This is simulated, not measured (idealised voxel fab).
Module name: voxel self aligned contacts (process module)
The width of the displayed cross-section, cut, is 205 nm; its cells are square, with a size of 5 nm.
If you're reading a cross-section in this doc, picture square cells in a grid; it comes to you as bands, top ones listed first down to the bottom, and a band can be one or more rows of cells.
Look at the band entry: it leads with the top's height and the bottom's height in nm. Then it lists the materials left to right, with a width in nm for each. The word "all across" on a single material says that material fills the band edge to edge. The word "blank" is empty space.
Note: height 0 marks the level under which the wafer is uniformly one material as received. Lowest band unbounded below, written "0..down".
With a width like "30->40", each row of cells in the band differs from the next by the same amount, the top row carrying the first number and the bottom row the second.
Given "no modification" for a step, no cell of the cross-section differs between before and after that step.
In "Voids, enclosed" the enclosed voids are listed, meaning empty spaces of 8 cells or larger without any opening to the top. The form is width x height at distance, distance from the left edge, units nm.
Text after the settings on a step's line: the simulator's own remark on that step.
overlay nm: mask offset rightward from planned place, masked step; negative means leftward offset.
### The steps planned for the process are as follows
1,RECEIVE (material Si)
2,OXIDIZE (depth nm 5)
3,DIRECTIONAL_DEP (material polySi; thk nm 30)
4,DIRECTIONAL_DEP (material SiN; thk nm 20)
5,MASKED_ETCH (tone cover; mask id GATE; width nm 25; pitch nm 60; etch materials SiN; depth nm 20; overlay nm 0)
6,MASKED_ETCH (tone cover; mask id GATE; width nm 25; pitch nm 60; etch materials polySi; depth nm 30; overlay nm 0)
7,CONFORMAL_DEP (material SiN; thk nm 5)
8,DIRECTIONAL_ETCH (etch materials SiN; depth nm 5)
9,FILL_DEP (material SiO2; thk nm 20)
10,CMP (height nm 60)
11,PATTERN (tone open; mask id CONTACT; material resist; width nm 45; thk nm 20; overlay nm 0)
12,DIRECTIONAL_ETCH (etch materials SiO2; depth nm 65)
13,STRIP (etch materials resist)
14,CONFORMAL_DEP (material TiN; thk nm 5)
15,FILL_DEP (material W; thk nm 5)
16,CMP (height nm 60)
17,CONFORMAL_DEP (material SiN; thk nm 5)
### The cross-section here shows the wafer as received, i.e. in its state after step 1
> 0..down  Si all across
> Voids, enclosed: none
### a wafer at the end: this start, this plan, one mistake
> 65..60  SiN all across
> 60..50  75->50 of W, 5->30 of TiN, 45 of SiO2, 5->30 of TiN, 75->50 of W
> 50..30  50 of W, 5 of TiN, 35 of SiN, 25 of SiO2, 35 of SiN, 5 of TiN, 50 of W
> 30..0  50 of W, 5 of TiN, 5 of SiN, 25 of polySi, 5 of SiN, 25 of SiO2, 5 of SiN, 25 of polySi, 5 of SiN, 5 of TiN, 50 of W
> 0..-5  55 of TiN, 95 of SiO2, 55 of TiN
> -5..down  Si all across
> Voids, enclosed: none
In executing the process, a mistake was made relative to the plan: the process deviated at step 11: the operation and settings actually run there were PATTERN (tone cover; mask id CONTACT; material resist; width nm 45; thk nm 20; overlay nm 0)
